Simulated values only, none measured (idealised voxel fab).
The name of this process module is voxel transistor to metal.
The width of the displayed cross-section, cut, is 300 nm; its cells are square, with a size of 5 nm.
When this document writes out a cross-section, it uses a grid of square cells and lists it as bands, beginning at the top and moving down, with a band standing for one or more rows of cells. Band entry format. Leading values: height of top, height of bottom, nm. Remainder: materials in left-to-right order, each with its width in nm. Special words: "edge to edge" on a single material, which then fills the band edge to edge; "empty", empty space. Below 0: as-received wafer, all one material; heights counted from there. Lowest band: no bottom, goes on down, written "0 -> down". The width entry "30->40" should be interpreted row by row: the top row of cells in the band takes the first number, the bottom row takes the second number, and the change between adjacent rows is uniform throughout. Step note "no alterations made" = no cross-section cell changed. Look at "Enclosed void catalog" for the closed voids: empty spaces with no open path to the top, sized 8 cells or up. Each is width x height at distance, distance from the left edge, all nm. Formally, on a step line, whatever follows the settings is a remark that the simulator itself makes on the step. On any step carrying a mask, the "overlay nm" setting, if present on the step's line, tells how far right of its planned place the mask lay; negative values point to the left.
Process steps - plan
| 1 | op RECEIVE | material Si |
| 2 | op OXIDIZE | depth nm 5 |
| 3 | op CONFORMAL_DEP | material SiN | thk nm 15 |
| 4 | op DIRECTIONAL_DEP | material aC | thk nm 15 |
| 5 | op PATTERN | tone cover | mask id ACTIVE | material resist | width nm 95 | pitch nm 125 | thk nm 35 | overlay nm 0 |
| 6 | op DIRECTIONAL_ETCH | etch materials aC | depth nm 15 |
| 7 | op STRIP | etch materials resist |
| 8 | op DIRECTIONAL_ETCH | etch materials SiN | depth nm 15 |
| 9 | op DIRECTIONAL_ETCH | etch materials SiO2 | depth nm 5 |
| 10 | op DIRECTIONAL_ETCH | etch materials Si | depth nm 30 |
| 11 | op STRIP | etch materials aC |
| 12 | op FILL_DEP | material SiO2 | thk nm 15 |
| 13 | op CMP | height nm 15 |
| 14 | op SELECTIVE_ETCH | etch materials SiO2 | depth nm 10 |
| 15 | op STRIP | etch materials SiN |
| 16 | op SELECTIVE_ETCH | etch materials SiO2 | depth nm 5 |
| 17 | op OXIDIZE | depth nm 5 |
| 18 | op DIRECTIONAL_DEP | material polySi | thk nm 20 |
| 19 | op DIRECTIONAL_DEP | material SiCN | thk nm 15 |
| 20 | op MASKED_ETCH | tone cover | mask id GATE | width nm 25 | pitch nm 125 | etch materials SiCN | depth nm 25 | overlay nm 0 |
| 21 | op MASKED_ETCH | tone cover | mask id GATE | width nm 25 | pitch nm 125 | etch materials polySi | depth nm 30 | overlay nm 0 |
| 22 | op CONFORMAL_DEP | material SiN | thk nm 10 |
| 23 | op DIRECTIONAL_ETCH | etch materials SiN | depth nm 10 |
| 24 | op DIRECTIONAL_ETCH | etch materials SiO2 | depth nm 5 |
| 25 | op EPI | material nSi | thk nm 5 |
| 26 | op FILL_DEP | material SiO2 | thk nm 5 |
| 27 | op CMP | height nm 15 |
| 28 | op STRIP | etch materials polySi |
| 29 | op SELECTIVE_ETCH | etch materials SiO2 | depth nm 5 |
| 30 | op CONFORMAL_DEP | material HfO2 | thk nm 5 |
| 31 | op CONFORMAL_DEP | material TiN | thk nm 5 |
| 32 | op FILL_DEP | material W | thk nm 5 |
| 33 | op CMP | height nm 10 |
| 34 | op DIRECTIONAL_DEP | material SiO2 | thk nm 10 |
| 35 | op PATTERN | tone open | mask id CONTACT | material resist | width nm 15 | thk nm 20 | overlay nm 0 |
| 36 | op DIRECTIONAL_ETCH | etch materials SiO2 | depth nm 25 |
| 37 | op STRIP | etch materials resist |
| 38 | op CONFORMAL_DEP | material TiN | thk nm 5 |
| 39 | op FILL_DEP | material Ru | thk nm 10 |
| 40 | op CMP | height nm 20 |
| 41 | op CONFORMAL_DEP | material SiCN | thk nm 5 |
| 42 | op DIRECTIONAL_DEP | material lowk | thk nm 20 |
| 43 | op DIRECTIONAL_DEP | material aC | thk nm 10 |
| 44 | op PATTERN | tone open | mask id METAL_1 | material resist | width nm 15 | thk nm 30 | overlay nm 0 |
| 45 | op DIRECTIONAL_ETCH | etch materials aC | depth nm 10 |
| 46 | op STRIP | etch materials resist |
| 47 | op DIRECTIONAL_ETCH | etch materials lowk | depth nm 20 |
| 48 | op DIRECTIONAL_ETCH | etch materials SiCN | depth nm 5 |
| 49 | op STRIP | etch materials aC |
| 50 | op CONFORMAL_DEP | material TiN | thk nm 5 |
| 51 | op FILL_DEP | material Ru | thk nm 10 |
| 52 | op CMP | height nm 45 |
| 53 | op CONFORMAL_DEP | material SiCN | thk nm 5 |
| 54 | op DIRECTIONAL_DEP | material SiO2 | thk nm 30 |
| 55 | op PATTERN | tone open | mask id METAL_2 | material resist | width nm 15 | pitch nm 125 | thk nm 15 | overlay nm 0 |
| 56 | op DIRECTIONAL_ETCH | etch materials SiO2 | depth nm 15 |
| 57 | op STRIP | etch materials resist |
| 58 | op PATTERN | tone open | mask id METAL_2_HOLES | material resist | width nm 15 | pitch nm 125 | thk nm 20 | overlay nm 0 |
| 59 | op DIRECTIONAL_ETCH | etch materials SiO2 | depth nm 15 |
| 60 | op DIRECTIONAL_ETCH | etch materials SiCN | depth nm 5 |
| 61 | op STRIP | etch materials resist |
| 62 | op CONFORMAL_DEP | material TiN | thk nm 5 |
| 63 | op FILL_DEP | material Ru | thk nm 10 |
| 64 | op CMP | height nm 80 |
| 65 | op CONFORMAL_DEP | material SiN | thk nm 5 |
As-received state of the wafer in cross-section, equivalent to post-step 1
- 0 -> down: Si edge to edge
- Enclosed void catalog: none
A wafer at the end: this start, this plan, one mistake
- 100 -> 95: SiN edge to edge
- 95 -> 85: Ru edge to edge
- 85 -> 80: 50 nm TiN | 5 nm Ru | 120 nm TiN | 5 nm Ru | 120 nm TiN
- 80 -> 50: 45 nm SiO2 | 5 nm TiN | 5 nm Ru | 5 nm TiN | 110 nm SiO2 | 5 nm TiN | 5 nm Ru | 5 nm TiN | 115 nm SiO2
- 50 -> 45: 45 nm SiCN | 15 nm TiN | 110 nm SiCN | 15 nm TiN | 115 nm SiCN
- 45 -> 25: 45 nm lowk | 5 nm TiN | 5 nm Ru | 5 nm TiN | 55 nm lowk | 5 nm TiN | 5 nm Ru | 5 nm TiN | 40 nm lowk | 5 nm TiN | 5 nm Ru | 5 nm TiN | 55 nm lowk | 5 nm TiN | 5 nm Ru | 5 nm TiN | 45 nm lowk
- 25 -> 20: 45 nm SiCN | 15 nm TiN | 55 nm SiCN | 15 nm TiN | 40 nm SiCN | 15 nm TiN | 55 nm SiCN | 15 nm TiN | 45 nm SiCN
- 20 -> 10: 45 nm SiO2 | 5 nm TiN | 5 nm Ru | 5 nm TiN | 55 nm SiO2 | 5 nm TiN | 5 nm Ru | 5 nm TiN | 40 nm SiO2 | 5 nm TiN | 5 nm Ru | 5 nm TiN | 55 nm SiO2 | 5 nm TiN | 5 nm Ru | 5 nm TiN | 45 nm SiO2
- 10 -> 0: 45 nm SiO2 | 5 nm TiN | 5 nm Ru | 5 nm TiN | 5 nm SiO2 | 10 nm SiN | 5 nm HfO2 | 5 nm TiN | 5 nm W | 5 nm TiN | 5 nm HfO2 | 10 nm SiN | 5 nm SiO2 | 5 nm TiN | 5 nm Ru | 5 nm TiN | 40 nm SiO2 | 5 nm TiN | 5 nm Ru | 5 nm TiN | 5 nm SiO2 | 10 nm SiN | 5 nm HfO2 | 5 nm TiN | 5 nm W | 5 nm TiN | 5 nm HfO2 | 10 nm SiN | 5 nm SiO2 | 5 nm TiN | 5 nm Ru | 5 nm TiN | 45 nm SiO2
- 0 -> -5: 35 nm SiO2 | 10 nm SiN | 15 nm TiN | 5 nm SiO2 | 10 nm SiN | 5 nm HfO2 | 15 nm TiN | 5 nm HfO2 | 10 nm SiN | 5 nm SiO2 | 15 nm TiN | 10 nm SiN | 20 nm SiO2 | 10 nm SiN | 15 nm TiN | 5 nm SiO2 | 10 nm SiN | 5 nm HfO2 | 15 nm TiN | 5 nm HfO2 | 10 nm SiN | 5 nm SiO2 | 15 nm TiN | 10 nm SiN | 35 nm SiO2
- -5 -> -10: 45 nm SiO2 | 20 nm nSi | 5 nm SiO2 | 35 nm HfO2 | 5 nm SiO2 | 20 nm nSi | 40 nm SiO2 | 20 nm nSi | 5 nm SiO2 | 35 nm HfO2 | 5 nm SiO2 | 20 nm nSi | 45 nm SiO2
- -10 -> -35: 40 nm SiO2 | 95 nm Si | 30 nm SiO2 | 95 nm Si | 40 nm SiO2
- -35 -> down: Si edge to edge
- Enclosed void catalog: none
Run error: it should be noted that step 64 of the plan was omitted and was not performed
